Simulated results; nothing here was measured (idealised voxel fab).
process module | voxel transistor to metal
cross-section cut | 190 nm wide | cells 5 nm
A cross-section is a grid of square cells, given in bands from the top down. A band is one or more rows of cells.
Each band's line starts with the height of the band's top and of its bottom, in nm. Then come its materials from left to right, each with its width in nm. One material with "throughout" fills the band from edge to edge. "air" is empty space.
Height 0 is the level under which the wafer as received is all one material. The lowest band goes on downwards, as in "0 down".
A width such as "30 to 40" changes by the same amount from each row of cells to the next, from the band's top row to its bottom row.
"no change" after a step means that no cell of the cross-section changed.
closed voids: empty space of 8 cells or more with no open way to the top, each as width x height at its distance from the left edge, in nm
after a step's settings: what the simulator itself notes on the step
overlay nm, on a step with a mask: how far to the right of its planned place the mask lay; to the left if negative
plan
1 op RECEIVE | material Si
2 op OXIDIZE | depth nm 5
3 op CONFORMAL_DEP | material SiN | thk nm 15
4 op PATTERN | tone cover | mask id ACTIVE | material resist | width nm 105 | thk nm 20 | overlay nm 0
5 op DIRECTIONAL_ETCH | etch materials SiN | depth nm 15
6 op DIRECTIONAL_ETCH | etch materials SiO2 | depth nm 5
7 op DIRECTIONAL_ETCH | etch materials Si | depth nm 30
8 op STRIP | etch materials resist
9 op FILL_DEP | material SiO2 | thk nm 10
10 op CMP | height nm 15
11 op SELECTIVE_ETCH | etch materials SiO2 | depth nm 5
12 op STRIP | etch materials SiN
13 op SELECTIVE_ETCH | etch materials SiO2 | depth nm 5
14 op OXIDIZE | depth nm 5
15 op DIRECTIONAL_DEP | material polySi | thk nm 30
16 op DIRECTIONAL_DEP | material SiCN | thk nm 15
17 op DIRECTIONAL_DEP | material aC | thk nm 10
18 op PATTERN | tone cover | mask id GATE | material resist | width nm 35 | thk nm 25 | overlay nm 0
19 op DIRECTIONAL_ETCH | etch materials aC | depth nm 10
20 op STRIP | etch materials resist
21 op DIRECTIONAL_ETCH | etch materials SiCN | depth nm 25
22 op DIRECTIONAL_ETCH | etch materials polySi | depth nm 40
23 op STRIP | etch materials aC
24 op CONFORMAL_DEP | material SiO2 | thk nm 5
25 op DIRECTIONAL_ETCH | etch materials SiO2 | depth nm 5
26 op CONFORMAL_DEP | material SiN | thk nm 10
27 op DIRECTIONAL_ETCH | etch materials SiN | depth nm 10
28 op DIRECTIONAL_ETCH | etch materials SiO2 | depth nm 5
29 op DIRECTIONAL_ETCH | etch materials Si | depth nm 10
30 op EPI | material pSi | thk nm 15
31 op FILL_DEP | material SiO2 | thk nm 10
32 op CMP | height nm 25
33 op STRIP | etch materials polySi
34 op SELECTIVE_ETCH | etch materials SiO2 | depth nm 5
35 op CONFORMAL_DEP | material HfO2 | thk nm 5
36 op CONFORMAL_DEP | material TiN | thk nm 5
37 op FILL_DEP | material W | thk nm 10
38 op CMP | height nm 20
39 op DIRECTIONAL_DEP | material SiO2 | thk nm 10
40 op MASKED_ETCH | tone open | mask id CONTACT | width nm 15 | pitch nm 80 | etch materials SiO2 | depth nm 25 | overlay nm 0
41 op CONFORMAL_DEP | material TiN | thk nm 5
42 op FILL_DEP | material Ru | thk nm 5
43 op CMP | height nm 30
44 op DIRECTIONAL_DEP | material TiN | thk nm 5
45 op DIRECTIONAL_DEP | material W | thk nm 15
46 op DIRECTIONAL_DEP | material aC | thk nm 10
47 op PATTERN | tone cover | mask id METAL_1 | material resist | width nm 15 | pitch nm 80 | thk nm 25 | overlay nm 0
48 op DIRECTIONAL_ETCH | etch materials aC | depth nm 10
49 op STRIP | etch materials resist
50 op DIRECTIONAL_ETCH | etch materials W | depth nm 15
51 op DIRECTIONAL_ETCH | etch materials TiN | depth nm 5
52 op STRIP | etch materials aC
53 op FILL_DEP | material lowk | thk nm 5
54 op CMP | height nm 50
55 op CONFORMAL_DEP | material SiCN | thk nm 5
first wafer, as planned
as received, after step 1
  0 down: Si throughout
  closed voids: none
after step 2
  0 to -5: SiO2 throughout
  below -5: unchanged
after step 3
  15 to 0: SiN throughout
  below 0: unchanged
after step 4
  35 to 15: air 40 | resist 105 | air 45
  below 15: unchanged
after step 5
  35 to 15: air 40 | resist 105 | air 45
  15 to 0: air 40 | SiN 105 | air 45
  below 0: unchanged
after step 6
  35 to 15: air 40 | resist 105 | air 45
  15 to 0: air 40 | SiN 105 | air 45
  0 to -5: air 40 | SiO2 105 | air 45
  below -5: unchanged
after step 7
  35 to 15: air 40 | resist 105 | air 45
  15 to 0: air 40 | SiN 105 | air 45
  0 to -5: air 40 | SiO2 105 | air 45
  -5 to -35: air 40 | Si 105 | air 45
  below -35: unchanged
after step 8
  15 to 0: air 40 | SiN 105 | air 45
  below 0: unchanged
after step 9
  25 to 15: SiO2 throughout
  15 to 0: SiO2 40 | SiN 105 | SiO2 45
  0 to -5: SiO2 throughout
  -5 to -35: SiO2 40 | Si 105 | SiO2 45
  below -35: unchanged
after step 10
  15 to 0: SiO2 40 | SiN 105 | SiO2 45
  below 0: unchanged
after step 11
  15 to 10: air 40 | SiN 105 | air 45
  below 10: unchanged
after step 12
  10 to 0: SiO2 40 | air 105 | SiO2 45
  below 0: unchanged
after step 13
  5 to -5: SiO2 35 | air 115 | SiO2 40
  below -5: unchanged
after step 14
  5 to -5: SiO2 35 | air 115 | SiO2 40
  -5 to -10: SiO2 throughout
  below -10: unchanged
after step 15
  35 to 25: polySi 35 | air 115 | polySi 40
  25 to 5: polySi throughout
  5 to -5: SiO2 35 | polySi 115 | SiO2 40
  below -5: unchanged
after step 16
  50 to 40: SiCN 35 | air 115 | SiCN 40
  40 to 35: SiCN throughout
  35 to 25: polySi 35 | SiCN 115 | polySi 40
  below 25: unchanged
after step 17
  60 to 50: aC 35 | air 115 | aC 40
  50 to 40: SiCN 35 | aC 115 | SiCN 40
  below 40: unchanged
after step 18
  85 to 60: air 75 | resist 35 | air 80
  60 to 50: aC 35 | air 40 | resist 35 | air 40 | aC 40
  below 50: unchanged
after step 19
  75 to 50: air 75 | resist 35 | air 80
  50 to 40: SiCN 35 | air 40 | aC 35 | air 40 | SiCN 40
  below 40: unchanged
after step 20
  50 to 40: SiCN 35 | air 40 | aC 35 | air 40 | SiCN 40
  below 40: unchanged
after step 21
  50 to 40: air 75 | aC 35 | air 80
  40 to 35: air 75 | SiCN 35 | air 80
  35 to 25: polySi 35 | air 40 | SiCN 35 | air 40 | polySi 40
  below 25: unchanged
after step 22
  50 to 40: air 75 | aC 35 | air 80
  40 to 25: air 75 | SiCN 35 | air 80
  25 to 5: air 75 | polySi 35 | air 80
  5 to -5: SiO2 35 | air 40 | polySi 35 | air 40 | SiO2 40
  below -5: unchanged
after step 23
  40 to 25: air 75 | SiCN 35 | air 80
  below 25: unchanged
after step 24
  45 to 40: air 70 | SiO2 45 | air 75
  40 to 25: air 70 | SiO2 5 | SiCN 35 | SiO2 5 | air 75
  25 to 10: air 70 | SiO2 5 | polySi 35 | SiO2 5 | air 75
  10 to 0: SiO2 40 | air 30 | SiO2 5 | polySi 35 | SiO2 5 | air 30 | SiO2 45
  0 to -5: SiO2 75 | polySi 35 | SiO2 80
  below -5: unchanged
after step 25
  40 to 25: air 70 | SiO2 5 | SiCN 35 | SiO2 5 | air 75
  25 to 5: air 70 | SiO2 5 | polySi 35 | SiO2 5 | air 75
  5 to -5: SiO2 40 | air 30 | SiO2 5 | polySi 35 | SiO2 5 | air 30 | SiO2 45
  below -5: unchanged
after step 26
  50 to 40: air 60 | SiN 65 | air 65
  40 to 25: air 60 | SiN 10 | SiO2 5 | SiCN 35 | SiO2 5 | SiN 10 | air 65
  25 to 15: air 60 | SiN 10 | SiO2 5 | polySi 35 | SiO2 5 | SiN 10 | air 65
  15 to 5: SiN 50 | air 10 | SiN 10 | SiO2 5 | polySi 35 | SiO2 5 | SiN 10 | air 10 | SiN 55
  5 to -5: SiO2 40 | SiN 30 | SiO2 5 | polySi 35 | SiO2 5 | SiN 30 | SiO2 45
  below -5: unchanged
after step 27
  40 to 25: air 60 | SiN 10 | SiO2 5 | SiCN 35 | SiO2 5 | SiN 10 | air 65
  25 to 5: air 60 | SiN 10 | SiO2 5 | polySi 35 | SiO2 5 | SiN 10 | air 65
  5 to -5: SiO2 40 | SiN 10 | air 10 | SiN 10 | SiO2 5 | polySi 35 | SiO2 5 | SiN 10 | air 10 | SiN 10 | SiO2 45
  below -5: unchanged
after step 28
  40 to 35: air 60 | SiN 10 | air 5 | SiCN 35 | air 5 | SiN 10 | air 65
  35 to 25: air 60 | SiN 10 | SiO2 5 | SiCN 35 | SiO2 5 | SiN 10 | air 65
  25 to 5: air 60 | SiN 10 | SiO2 5 | polySi 35 | SiO2 5 | SiN 10 | air 65
  5 to 0: air 40 | SiN 10 | air 10 | SiN 10 | SiO2 5 | polySi 35 | SiO2 5 | SiN 10 | air 10 | SiN 10 | air 45
  0 to -5: SiO2 40 | SiN 10 | air 10 | SiN 10 | SiO2 5 | polySi 35 | SiO2 5 | SiN 10 | air 10 | SiN 10 | SiO2 45
  -5 to -10: SiO2 50 | air 10 | SiO2 65 | air 10 | SiO2 55
  below -10: unchanged
after step 29
  40 to 35: air 60 | SiN 10 | air 5 | SiCN 35 | air 5 | SiN 10 | air 65
  35 to 25: air 60 | SiN 10 | SiO2 5 | SiCN 35 | SiO2 5 | SiN 10 | air 65
  25 to 5: air 60 | SiN 10 | SiO2 5 | polySi 35 | SiO2 5 | SiN 10 | air 65
  5 to 0: air 40 | SiN 10 | air 10 | SiN 10 | SiO2 5 | polySi 35 | SiO2 5 | SiN 10 | air 10 | SiN 10 | air 45
  0 to -5: SiO2 40 | SiN 10 | air 10 | SiN 10 | SiO2 5 | polySi 35 | SiO2 5 | SiN 10 | air 10 | SiN 10 | SiO2 45
  -5 to -10: SiO2 50 | air 10 | SiO2 65 | air 10 | SiO2 55
  -10 to -20: SiO2 40 | Si 10 | air 10 | Si 65 | air 10 | Si 10 | SiO2 45
  below -20: unchanged
after step 30
  40 to 35: air 60 | SiN 10 | air 5 | SiCN 35 | air 5 | SiN 10 | air 65
  35 to 25: air 60 | SiN 10 | SiO2 5 | SiCN 35 | SiO2 5 | SiN 10 | air 65
  25 to 5: air 60 | SiN 10 | SiO2 5 | polySi 35 | SiO2 5 | SiN 10 | air 65
  5 to 0: air 40 | SiN 10 | pSi 10 | SiN 10 | SiO2 5 | polySi 35 | SiO2 5 | SiN 10 | pSi 10 | SiN 10 | air 45
  0 to -5: SiO2 40 | SiN 10 | pSi 10 | SiN 10 | SiO2 5 | polySi 35 | SiO2 5 | SiN 10 | pSi 10 | SiN 10 | SiO2 45
  -5 to -10: SiO2 50 | pSi 10 | SiO2 65 | pSi 10 | SiO2 55
  -10 to -20: SiO2 40 | Si 10 | pSi 10 | Si 65 | pSi 10 | Si 10 | SiO2 45
  below -20: unchanged
after step 31
  50 to 40: SiO2 throughout
  40 to 25: SiO2 60 | SiN 10 | SiO2 5 | SiCN 35 | SiO2 5 | SiN 10 | SiO2 65
  25 to 5: SiO2 60 | SiN 10 | SiO2 5 | polySi 35 | SiO2 5 | SiN 10 | SiO2 65
  5 to -5: SiO2 40 | SiN 10 | pSi 10 | SiN 10 | SiO2 5 | polySi 35 | SiO2 5 | SiN 10 | pSi 10 | SiN 10 | SiO2 45
  below -5: unchanged
after step 32
  25 to 5: SiO2 60 | SiN 10 | SiO2 5 | polySi 35 | SiO2 5 | SiN 10 | SiO2 65
  below 5: unchanged
after step 33
  25 to 5: SiO2 60 | SiN 10 | SiO2 5 | air 35 | SiO2 5 | SiN 10 | SiO2 65
  5 to -5: SiO2 40 | SiN 10 | pSi 10 | SiN 10 | SiO2 5 | air 35 | SiO2 5 | SiN 10 | pSi 10 | SiN 10 | SiO2 45
  below -5: unchanged
after step 34
  25 to 20: air 60 | SiN 10 | air 45 | SiN 10 | air 65
  20 to 5: SiO2 60 | SiN 10 | air 45 | SiN 10 | SiO2 65
  5 to -5: SiO2 40 | SiN 10 | pSi 10 | SiN 10 | air 45 | SiN 10 | pSi 10 | SiN 10 | SiO2 45
  -5 to -10: SiO2 50 | pSi 10 | SiO2 10 | air 45 | SiO2 10 | pSi 10 | SiO2 55
  below -10: unchanged
after step 35
  30 to 25: air 55 | HfO2 20 | air 35 | HfO2 20 | air 60
  25 to 20: HfO2 60 | SiN 10 | HfO2 5 | air 35 | HfO2 5 | SiN 10 | HfO2 65
  20 to 5: SiO2 60 | SiN 10 | HfO2 5 | air 35 | HfO2 5 | SiN 10 | SiO2 65
  5 to -5: SiO2 40 | SiN 10 | pSi 10 | SiN 10 | HfO2 5 | air 35 | HfO2 5 | SiN 10 | pSi 10 | SiN 10 | SiO2 45
  -5 to -10: SiO2 50 | pSi 10 | SiO2 10 | HfO2 45 | SiO2 10 | pSi 10 | SiO2 55
  below -10: unchanged
after step 36
  35 to 30: air 50 | TiN 30 | air 25 | TiN 30 | air 55
  30 to 25: TiN 55 | HfO2 20 | TiN 5 | air 25 | TiN 5 | HfO2 20 | TiN 60
  25 to 20: HfO2 60 | SiN 10 | HfO2 5 | TiN 5 | air 25 | TiN 5 | HfO2 5 | SiN 10 | HfO2 65
  20 to 5: SiO2 60 | SiN 10 | HfO2 5 | TiN 5 | air 25 | TiN 5 | HfO2 5 | SiN 10 | SiO2 65
  5 to 0: SiO2 40 | SiN 10 | pSi 10 | SiN 10 | HfO2 5 | TiN 5 | air 25 | TiN 5 | HfO2 5 | SiN 10 | pSi 10 | SiN 10 | SiO2 45
  0 to -5: SiO2 40 | SiN 10 | pSi 10 | SiN 10 | HfO2 5 | TiN 35 | HfO2 5 | SiN 10 | pSi 10 | SiN 10 | SiO2 45
  below -5: unchanged
after step 37
  45 to 35: W throughout
  35 to 30: W 50 | TiN 30 | W 25 | TiN 30 | W 55
  30 to 25: TiN 55 | HfO2 20 | TiN 5 | W 25 | TiN 5 | HfO2 20 | TiN 60
  25 to 20: HfO2 60 | SiN 10 | HfO2 5 | TiN 5 | W 25 | TiN 5 | HfO2 5 | SiN 10 | HfO2 65
  20 to 5: SiO2 60 | SiN 10 | HfO2 5 | TiN 5 | W 25 | TiN 5 | HfO2 5 | SiN 10 | SiO2 65
  5 to 0: SiO2 40 | SiN 10 | pSi 10 | SiN 10 | HfO2 5 | TiN 5 | W 25 | TiN 5 | HfO2 5 | SiN 10 | pSi 10 | SiN 10 | SiO2 45
  below 0: unchanged
after step 38
  20 to 5: SiO2 60 | SiN 10 | HfO2 5 | TiN 5 | W 25 | TiN 5 | HfO2 5 | SiN 10 | SiO2 65
  below 5: unchanged
after step 39
  30 to 20: SiO2 throughout
  below 20: unchanged
after step 40
  30 to 20: SiO2 45 | air 15 | SiO2 65 | air 15 | SiO2 50
  20 to 5: SiO2 45 | air 15 | SiN 10 | HfO2 5 | TiN 5 | W 25 | TiN 5 | HfO2 5 | SiN 10 | air 15 | SiO2 50
  below 5: unchanged
after step 41
  35 to 30: TiN 50 | air 5 | TiN 75 | air 5 | TiN 55
  30 to 20: SiO2 45 | TiN 5 | air 5 | TiN 5 | SiO2 65 | TiN 5 | air 5 | TiN 5 | SiO2 50
  20 to 10: SiO2 45 | TiN 5 | air 5 | TiN 5 | SiN 10 | HfO2 5 | TiN 5 | W 25 | TiN 5 | HfO2 5 | SiN 10 | TiN 5 | air 5 | TiN 5 | SiO2 50
  10 to 5: SiO2 45 | TiN 15 | SiN 10 | HfO2 5 | TiN 5 | W 25 | TiN 5 | HfO2 5 | SiN 10 | TiN 15 | SiO2 50
  below 5: unchanged
after step 42
  40 to 35: Ru throughout
  35 to 30: TiN 50 | Ru 5 | TiN 75 | Ru 5 | TiN 55
  30 to 20: SiO2 45 | TiN 5 | Ru 5 | TiN 5 | SiO2 65 | TiN 5 | Ru 5 | TiN 5 | SiO2 50
  20 to 10: SiO2 45 | TiN 5 | Ru 5 | TiN 5 | SiN 10 | HfO2 5 | TiN 5 | W 25 | TiN 5 | HfO2 5 | SiN 10 | TiN 5 | Ru 5 | TiN 5 | SiO2 50
  below 10: unchanged
after step 43
  30 to 20: SiO2 45 | TiN 5 | Ru 5 | TiN 5 | SiO2 65 | TiN 5 | Ru 5 | TiN 5 | SiO2 50
  below 20: unchanged
after step 44
  35 to 30: TiN throughout
  below 30: unchanged
after step 45
  50 to 35: W throughout
  below 35: unchanged
after step 46
  60 to 50: aC throughout
  below 50: unchanged
after step 47
  85 to 60: air 45 | resist 15 | air 65 | resist 15 | air 50
  below 60: unchanged
after step 48
  75 to 60: air 45 | resist 15 | air 65 | resist 15 | air 50
  60 to 50: air 45 | aC 15 | air 65 | aC 15 | air 50
  below 50: unchanged
after step 49
  60 to 50: air 45 | aC 15 | air 65 | aC 15 | air 50
  below 50: unchanged
after step 50
  60 to 50: air 45 | aC 15 | air 65 | aC 15 | air 50
  50 to 35: air 45 | W 15 | air 65 | W 15 | air 50
  below 35: unchanged
after step 51
  60 to 50: air 45 | aC 15 | air 65 | aC 15 | air 50
  50 to 35: air 45 | W 15 | air 65 | W 15 | air 50
  35 to 30: air 45 | TiN 15 | air 65 | TiN 15 | air 50
  below 30: unchanged
after step 52
  50 to 35: air 45 | W 15 | air 65 | W 15 | air 50
  below 35: unchanged
after step 53
  55 to 50: lowk throughout
  50 to 35: lowk 45 | W 15 | lowk 65 | W 15 | lowk 50
  35 to 30: lowk 45 | TiN 15 | lowk 65 | TiN 15 | lowk 50
  below 30: unchanged
after step 54
  50 to 35: lowk 45 | W 15 | lowk 65 | W 15 | lowk 50
  below 35: unchanged
after step 55
  55 to 50: SiCN throughout
  below 50: unchanged
second wafer: like start, like plan, one mistake. Through step 46 it matches the first wafer
when step 47 should have ended
  85 to 60: resist 45 | air 15 | resist 65 | air 15 | resist 50
  below 60: unchanged
when step 48 should have ended
  75 to 60: resist 45 | air 15 | resist 65 | air 15 | resist 50
  60 to 50: aC 45 | air 15 | aC 65 | air 15 | aC 50
  below 50: unchanged
when step 49 should have ended
  60 to 50: aC 45 | air 15 | aC 65 | air 15 | aC 50
  below 50: unchanged
when step 50 should have ended
  60 to 50: aC 45 | air 15 | aC 65 | air 15 | aC 50
  50 to 35: W 45 | air 15 | W 65 | air 15 | W 50
  below 35: unchanged
when step 51 should have ended
  60 to 50: aC 45 | air 15 | aC 65 | air 15 | aC 50
  50 to 35: W 45 | air 15 | W 65 | air 15 | W 50
  35 to 30: TiN 45 | air 15 | TiN 65 | air 15 | TiN 50
  below 30: unchanged
when step 52 should have ended
  50 to 35: W 45 | air 15 | W 65 | air 15 | W 50
  below 35: unchanged
when step 53 should have ended
  55 to 50: lowk throughout
  50 to 35: W 45 | lowk 15 | W 65 | lowk 15 | W 50
  35 to 30: TiN 45 | lowk 15 | TiN 65 | lowk 15 | TiN 50
  below 30: unchanged
when step 54 should have ended
  50 to 35: W 45 | lowk 15 | W 65 | lowk 15 | W 50
  below 35: unchanged
when step 55 should have ended
  55 to 50: SiCN throughout
  below 50: unchanged
what went wrong: step 47 ran as: op PATTERN | tone open | mask id METAL_1 | material resist | width nm 15 | pitch nm 80 | thk nm 25 | overlay nm 0
at the end the second wafer has, in cells: 26 more of TiN | 78 more of W | 104 fewer of lowk
